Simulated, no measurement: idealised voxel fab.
Name of the process module below: voxel lift off
175 nm wide, 5 nm square cells: that's cross-section cut.
Cross-section, as written here: a square-cell grid given band by band from the top down, where a band holds one or more rows of cells. Read a band's entry like this: the first values are the height of its top and the height of its bottom in nm, and what follows is the sequence of materials from left to right, each with its width in nm. Note that "empty" is empty space, and that a single material marked "all across" reaches across the band from edge to edge. Convention: height 0 is the level below which the wafer, as received, is all one material. The lowest band does not terminate at the bottom but continues downward, represented as "0 nm and below". Width "30..40": first value at the band's top row of cells, second value at its bottom row, equal change from row to row. Where a step carries "everything unchanged", the cross-section came out of it unchanged, cell for cell. The label "Closed voids list" introduces a list of the empty spaces, 8 cells or larger, that have no open way up to the top; each entry in it reads width x height at distance, where the distance is taken from the left edge and all three are stated in nm. Whatever follows a step's settings on its line is a remark the simulator itself makes about that step. You can add "overlay nm" to a step's line. For a step with a mask, it describes how far the mask lay to the right of its planned position, and a negative number describes a lay to the left.

The following list gives the planned process steps:
- 1: RECEIVE: material Si
- 2: CONFORMAL_DEP: material SiN, thk nm 15
- 3: PATTERN: tone open, mask id LINES, material resist, width nm 15, pitch nm 35, thk nm 25, overlay nm 0
- 4: DIRECTIONAL_DEP: material Ru, thk nm 10
- 5: STRIP: etch materials resist
- 6: CONFORMAL_DEP: material SiCN, thk nm 10

Cross-section: wafer on arrival = after step 1:
    0 nm and below: Si all across
    Closed voids list: none

a wafer at the end: this start, this plan, one mistake:
    25 nm to 15 nm: empty (25), then Ru (15), then empty (20), then Ru (15), then empty (20), then Ru (15), then empty (20), then Ru (15), then empty (30)
    15 nm to 0 nm: SiN all across
    0 nm and below: Si all across
    Closed voids list: none
Misprocessing identified: the plan's step 6 went unexecuted, having been skipped
